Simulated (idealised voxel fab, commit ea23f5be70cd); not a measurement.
voxel double patterning: a process module
The cross-section on display is named cut; it measures 260 nm wide, and its cells are 5 nm squares.
The cross-sections in this document take the form of a grid made of square cells. They are written out as bands, in order from top to bottom. Each band consists of one or more rows of cells.
In this notation a band is specified by the heights of its top and bottom, in that order and in nm, after which its materials appear from left to right, each paired with its width in nm. The word "everywhere" attached to a single material means that material fills the band from edge to edge; the word "empty" stands for empty space.
Beneath 0, the wafer as received is one material, and that level is where height counting begins. The lowest band goes on downward without a bottom; it is written like "0..down".
It should be noted that a width expressed as "30->40" varies in equal increments from row to row of cells within the band, taking the value of the first number at the top row and that of the second number at the bottom row.
You'll sometimes find "nothing was modified" written for a step, and that's the way of saying that nowhere in the cross-section did a cell change during that step.
"Closed void list": sealed empty spaces, 8 cells or more, no open way to top, listed width x height at distance, with distance from the left edge and width, height and distance in nm.
Text after the settings on a step's line: the simulator's own remark on that step.
Regarding "overlay nm": on a step with a mask, it is the distance the mask lay to the right of its planned place; a negative value places it to the left.
[The steps planned for the process are as follows]
1: RECEIVE [material Si]
2: CONFORMAL_DEP [material SiN] [thk nm 10]
3: DIRECTIONAL_DEP [material SiO2] [thk nm 15]
4: DIRECTIONAL_DEP [material SiCN] [thk nm 10]
5: PATTERN [tone open] [mask id FIRST] [material resist] [width nm 15] [pitch nm 50] [thk nm 15] [overlay nm 0]
6: DIRECTIONAL_ETCH [etch materials SiCN] [depth nm 10]
7: STRIP [etch materials resist]
8: DIRECTIONAL_DEP [material aC] [thk nm 15]
9: PATTERN [tone open] [mask id SECOND] [material resist] [width nm 15] [thk nm 35] [overlay nm -15]
10: DIRECTIONAL_ETCH [etch materials aC] [depth nm 15]
11: STRIP [etch materials resist]
12: DIRECTIONAL_ETCH [etch materials SiCN] [depth nm 10]
13: STRIP [etch materials aC]
14: DIRECTIONAL_ETCH [etch materials SiO2] [depth nm 15]
15: STRIP [etch materials SiCN]
Variable across wafers: step 9 overlay nm (plan value is that of the first wafer; starting state common to all).
[The as-received cross-section of the first of several wafers corresponds to the state after step 1]
	0..down = Si everywhere
	Closed void list: none
[each wafer at the end: cells of each material gained (+) or lost (-) since it was received, then its closed voids]
overlay nm -15; +104 SiN; +132 SiO2; Closed void list: none
overlay nm -10; +104 SiN; +129 SiO2; Closed void list: none
overlay nm -5; +104 SiN; +129 SiO2; Closed void list: none
overlay nm 0; +104 SiN; +129 SiO2; Closed void list: none
overlay nm 5; +104 SiN; +129 SiO2; Closed void list: none
overlay nm 10; +104 SiN; +129 SiO2; Closed void list: none
overlay nm 15; +104 SiN; +132 SiO2; Closed void list: none
